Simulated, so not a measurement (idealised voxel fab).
voxel ribs on slabs: a process module
FYI the section here is cut, 200 nm wide, cells are 5 nm squares.
In what follows, cross-sections appear as grids of square cells, described through bands that run from the top down, where every band is one or more rows of cells. The entry gives the band's vertical extent as a top height and a bottom height in nm, then its horizontal make-up as materials from left to right, each with a width in nm. "blank" stands for empty space; a single material marked "edge to edge" fills the band edge to edge. Below 0: as-received wafer, all one material; heights counted from there. Lowest band: no bottom, goes on down, written "0 nm and below". Top row gets the first number, bottom row gets the second, and each row in between changes by the same step: that is how a band width like "30..40" works. Where a step carries "no modification", the cross-section came out of it unchanged, cell for cell. Listed in "Closed-off voids": every empty space of 8 or more cells without an open way to the top. Form: width x height at distance, the distance being from the left edge, all in nm. Note: text after step settings on the step line = simulator remark on that step. "overlay nm" answers the question of how far to the right of plan the mask lay on a step that has a mask, and when it is negative the answer is to the left.

**The process steps that were planned are listed below**
1,RECEIVE with material Si
2,DIRECTIONAL_DEP with material SiO2, thk nm 30
3,DIRECTIONAL_DEP with material SiN, thk nm 15
4,PATTERN with tone cover, mask id RIB, material resist, width nm 30, thk nm 20, overlay nm 0
5,DIRECTIONAL_ETCH with etch materials SiN, depth nm 5
6,STRIP with etch materials resist
7,PATTERN with tone cover, mask id SLAB, material resist, width nm 70, thk nm 20, overlay nm 0
8,DIRECTIONAL_ETCH with etch materials SiN, depth nm 10
9,STRIP with etch materials resist
10,FILL_DEP with material SiO2, thk nm 25
11,CMP with height nm 60
12,DIRECTIONAL_DEP with material TiN, thk nm 5
13,PATTERN with tone cover, mask id HEATER, material resist, width nm 40, thk nm 15, overlay nm 0
14,DIRECTIONAL_ETCH with etch materials TiN, depth nm 5
15,STRIP with etch materials resist
16,CONFORMAL_DEP with material SiO2, thk nm 10

**Cross-section of the wafer upon arrival, representing the state reached after step 1**
* 0 nm and below  Si edge to edge
* Closed-off voids: none

**End state of the module in cross-section, given the above starting point and plan and one mistake in execution**
* 75 nm to 45 nm  SiO2 edge to edge
* 45 nm to 40 nm  SiO2 85 nm  SiN 30 nm  SiO2 85 nm
* 40 nm to 30 nm  SiO2 65 nm  SiN 70 nm  SiO2 65 nm
* 30 nm to 0 nm  SiO2 edge to edge
* 0 nm and below  Si edge to edge
* Closed-off voids: none
Here's what went sideways: not per plan at step 12, really ran DIRECTIONAL_DEP with material SiO2, thk nm 5
